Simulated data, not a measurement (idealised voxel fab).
process module | voxel air gaps
cross-section cut | 250 nm wide | cells 5 nm
A cross-section is a grid of square cells, given in bands from the top down. A band is one or more rows of cells.
Each band's line starts with the height of the band's top and of its bottom, in nm. Then come its materials from left to right, each with its width in nm. One material with "throughout" fills the band from edge to edge. "air" is empty space.
Height 0 is the level under which the wafer as received is all one material. The lowest band goes on downwards, as in "0 down".
A width such as "30 to 40" changes by the same amount from each row of cells to the next, from the band's top row to its bottom row.
"no change" after a step means that no cell of the cross-section changed.
closed voids: empty space of 8 cells or more with no open way to the top, each as width x height at its distance from the left edge, in nm
after a step's settings: what the simulator itself notes on the step
overlay nm, on a step with a mask: how far to the right of its planned place the mask lay; to the left if negative
plan
1 op RECEIVE | material Si
2 op CONFORMAL_DEP | material SiO2 | thk nm 10
3 op CONFORMAL_DEP | material SiN | thk nm 5
4 op DIRECTIONAL_DEP | material SiO2 | thk nm 30
5 op PATTERN | tone open | mask id LINES | material resist | width nm 25 | pitch nm 55 | thk nm 20 | overlay nm 0
6 op DIRECTIONAL_ETCH | etch materials SiO2 | depth nm 30
7 op STRIP | etch materials resist
8 op CONFORMAL_DEP | material TiN | thk nm 5
9 op FILL_DEP | material W | thk nm 5
10 op CMP | height nm 45
11 op EPI | material Ru | thk nm 10
12 op SELECTIVE_ETCH | etch materials SiO2 | depth nm 40
13 op CONFORMAL_DEP | material SiCN | thk nm 5
first wafer, as planned
as received, after step 1
  0 down: Si throughout
  closed voids: none
after step 2
  10 to 0: SiO2 throughout
  below 0: unchanged
after step 3
  15 to 10: SiN throughout
  below 10: unchanged
after step 4
  45 to 15: SiO2 throughout
  below 15: unchanged
after step 5
  65 to 45: resist 30 | air 25 | resist 30 | air 25 | resist 30 | air 25 | resist 30 | air 25 | resist 30
  below 45: unchanged
after step 6
  65 to 45: resist 30 | air 25 | resist 30 | air 25 | resist 30 | air 25 | resist 30 | air 25 | resist 30
  45 to 15: SiO2 30 | air 25 | SiO2 30 | air 25 | SiO2 30 | air 25 | SiO2 30 | air 25 | SiO2 30
  below 15: unchanged
after step 7
  45 to 15: SiO2 30 | air 25 | SiO2 30 | air 25 | SiO2 30 | air 25 | SiO2 30 | air 25 | SiO2 30
  below 15: unchanged
after step 8
  50 to 45: TiN 35 | air 15 | TiN 40 | air 15 | TiN 40 | air 15 | TiN 40 | air 15 | TiN 35
  45 to 20: SiO2 30 | TiN 5 | air 15 | TiN 5 | SiO2 30 | TiN 5 | air 15 | TiN 5 | SiO2 30 | TiN 5 | air 15 | TiN 5 | SiO2 30 | TiN 5 | air 15 | TiN 5 | SiO2 30
  20 to 15: SiO2 30 | TiN 25 | SiO2 30 | TiN 25 | SiO2 30 | TiN 25 | SiO2 30 | TiN 25 | SiO2 30
  below 15: unchanged
after step 9
  55 to 50: W throughout
  50 to 45: TiN 35 | W 15 | TiN 40 | W 15 | TiN 40 | W 15 | TiN 40 | W 15 | TiN 35
  45 to 20: SiO2 30 | TiN 5 | W 15 | TiN 5 | SiO2 30 | TiN 5 | W 15 | TiN 5 | SiO2 30 | TiN 5 | W 15 | TiN 5 | SiO2 30 | TiN 5 | W 15 | TiN 5 | SiO2 30
  below 20: unchanged
after step 10
  45 to 20: SiO2 30 | TiN 5 | W 15 | TiN 5 | SiO2 30 | TiN 5 | W 15 | TiN 5 | SiO2 30 | TiN 5 | W 15 | TiN 5 | SiO2 30 | TiN 5 | W 15 | TiN 5 | SiO2 30
  below 20: unchanged
after step 11
  55 to 45: air 20 | Ru 45 | air 10 | Ru 45 | air 10 | Ru 45 | air 10 | Ru 45 | air 20
  below 45: unchanged
after step 12
  55 to 45: air 20 | Ru 45 | air 10 | Ru 45 | air 10 | Ru 45 | air 10 | Ru 45 | air 20
  45 to 20: air 30 | TiN 5 | W 15 | TiN 5 | air 30 | TiN 5 | W 15 | TiN 5 | air 30 | TiN 5 | W 15 | TiN 5 | air 30 | TiN 5 | W 15 | TiN 5 | air 30
  20 to 15: air 30 | TiN 25 | air 30 | TiN 25 | air 30 | TiN 25 | air 30 | TiN 25 | air 30
  below 15: unchanged
after step 13
  60 to 55: air 15 | SiCN 220 | air 15
  55 to 45: air 15 | SiCN 5 | Ru 45 | SiCN 10 | Ru 45 | SiCN 10 | Ru 45 | SiCN 10 | Ru 45 | SiCN 5 | air 15
  45 to 40: air 15 | SiCN 15 | TiN 5 | W 15 | TiN 5 | SiCN 30 | TiN 5 | W 15 | TiN 5 | SiCN 30 | TiN 5 | W 15 | TiN 5 | SiCN 30 | TiN 5 | W 15 | TiN 5 | SiCN 15 | air 15
  40 to 20: air 25 | SiCN 5 | TiN 5 | W 15 | TiN 5 | SiCN 5 | air 20 | SiCN 5 | TiN 5 | W 15 | TiN 5 | SiCN 5 | air 20 | SiCN 5 | TiN 5 | W 15 | TiN 5 | SiCN 5 | air 20 | SiCN 5 | TiN 5 | W 15 | TiN 5 | SiCN 5 | air 25
  20 to 15: SiCN 30 | TiN 25 | SiCN 30 | TiN 25 | SiCN 30 | TiN 25 | SiCN 30 | TiN 25 | SiCN 30
  below 15: unchanged
  closed voids: 20 x 20 at 60; 20 x 20 at 115; 20 x 20 at 170
second wafer: like start, like plan, one mistake. Through step 1 it matches the first wafer
when step 2 should have ended
  5 to 0: SiN throughout
  below 0: unchanged
when step 3 should have ended
  15 to 5: SiO2 throughout
  below 5: unchanged
when step 4 should have ended
  45 to 5: SiO2 throughout
  below 5: unchanged
when step 5 should have ended
  65 to 45: resist 30 | air 25 | resist 30 | air 25 | resist 30 | air 25 | resist 30 | air 25 | resist 30
  below 45: unchanged
when step 6 should have ended
  65 to 45: resist 30 | air 25 | resist 30 | air 25 | resist 30 | air 25 | resist 30 | air 25 | resist 30
  45 to 15: SiO2 30 | air 25 | SiO2 30 | air 25 | SiO2 30 | air 25 | SiO2 30 | air 25 | SiO2 30
  below 15: unchanged
when step 7 should have ended
  45 to 15: SiO2 30 | air 25 | SiO2 30 | air 25 | SiO2 30 | air 25 | SiO2 30 | air 25 | SiO2 30
  below 15: unchanged
when step 8 should have ended
  50 to 45: TiN 35 | air 15 | TiN 40 | air 15 | TiN 40 | air 15 | TiN 40 | air 15 | TiN 35
  45 to 20: SiO2 30 | TiN 5 | air 15 | TiN 5 | SiO2 30 | TiN 5 | air 15 | TiN 5 | SiO2 30 | TiN 5 | air 15 | TiN 5 | SiO2 30 | TiN 5 | air 15 | TiN 5 | SiO2 30
  20 to 15: SiO2 30 | TiN 25 | SiO2 30 | TiN 25 | SiO2 30 | TiN 25 | SiO2 30 | TiN 25 | SiO2 30
  below 15: unchanged
when step 9 should have ended
  55 to 50: W throughout
  50 to 45: TiN 35 | W 15 | TiN 40 | W 15 | TiN 40 | W 15 | TiN 40 | W 15 | TiN 35
  45 to 20: SiO2 30 | TiN 5 | W 15 | TiN 5 | SiO2 30 | TiN 5 | W 15 | TiN 5 | SiO2 30 | TiN 5 | W 15 | TiN 5 | SiO2 30 | TiN 5 | W 15 | TiN 5 | SiO2 30
  below 20: unchanged
when step 10 should have ended
  45 to 20: SiO2 30 | TiN 5 | W 15 | TiN 5 | SiO2 30 | TiN 5 | W 15 | TiN 5 | SiO2 30 | TiN 5 | W 15 | TiN 5 | SiO2 30 | TiN 5 | W 15 | TiN 5 | SiO2 30
  below 20: unchanged
when step 11 should have ended
  55 to 45: air 20 | Ru 45 | air 10 | Ru 45 | air 10 | Ru 45 | air 10 | Ru 45 | air 20
  below 45: unchanged
when step 12 should have ended
  55 to 45: air 20 | Ru 45 | air 10 | Ru 45 | air 10 | Ru 45 | air 10 | Ru 45 | air 20
  45 to 20: air 30 | TiN 5 | W 15 | TiN 5 | air 30 | TiN 5 | W 15 | TiN 5 | air 30 | TiN 5 | W 15 | TiN 5 | air 30 | TiN 5 | W 15 | TiN 5 | air 30
  20 to 15: air 30 | TiN 25 | air 30 | TiN 25 | air 30 | TiN 25 | air 30 | TiN 25 | air 30
  15 to 5: air 40 | SiO2 5 | air 50 | SiO2 5 | air 50 | SiO2 5 | air 50 | SiO2 5 | air 40
  below 5: unchanged
when step 13 should have ended
  60 to 55: air 15 | SiCN 220 | air 15
  55 to 45: air 15 | SiCN 5 | Ru 45 | SiCN 10 | Ru 45 | SiCN 10 | Ru 45 | SiCN 10 | Ru 45 | SiCN 5 | air 15
  45 to 40: air 15 | SiCN 15 | TiN 5 | W 15 | TiN 5 | SiCN 30 | TiN 5 | W 15 | TiN 5 | SiCN 30 | TiN 5 | W 15 | TiN 5 | SiCN 30 | TiN 5 | W 15 | TiN 5 | SiCN 15 | air 15
  40 to 20: air 25 | SiCN 5 | TiN 5 | W 15 | TiN 5 | SiCN 5 | air 20 | SiCN 5 | TiN 5 | W 15 | TiN 5 | SiCN 5 | air 20 | SiCN 5 | TiN 5 | W 15 | TiN 5 | SiCN 5 | air 20 | SiCN 5 | TiN 5 | W 15 | TiN 5 | SiCN 5 | air 25
  20 to 15: air 25 | SiCN 5 | TiN 25 | SiCN 5 | air 20 | SiCN 5 | TiN 25 | SiCN 5 | air 20 | SiCN 5 | TiN 25 | SiCN 5 | air 20 | SiCN 5 | TiN 25 | SiCN 5 | air 25
  15 to 10: air 25 | SiCN 15 | SiO2 5 | SiCN 15 | air 20 | SiCN 15 | SiO2 5 | SiCN 15 | air 20 | SiCN 15 | SiO2 5 | SiCN 15 | air 20 | SiCN 15 | SiO2 5 | SiCN 15 | air 25
  10 to 5: SiCN 40 | SiO2 5 | SiCN 50 | SiO2 5 | SiCN 50 | SiO2 5 | SiCN 50 | SiO2 5 | SiCN 40
  below 5: unchanged
  closed voids: 20 x 30 at 60; 20 x 30 at 115; 20 x 30 at 170
what went wrong: steps 2 and 3 were swapped
at the end the second wafer has, in cells: 48 more of SiCN | 92 fewer of SiO2
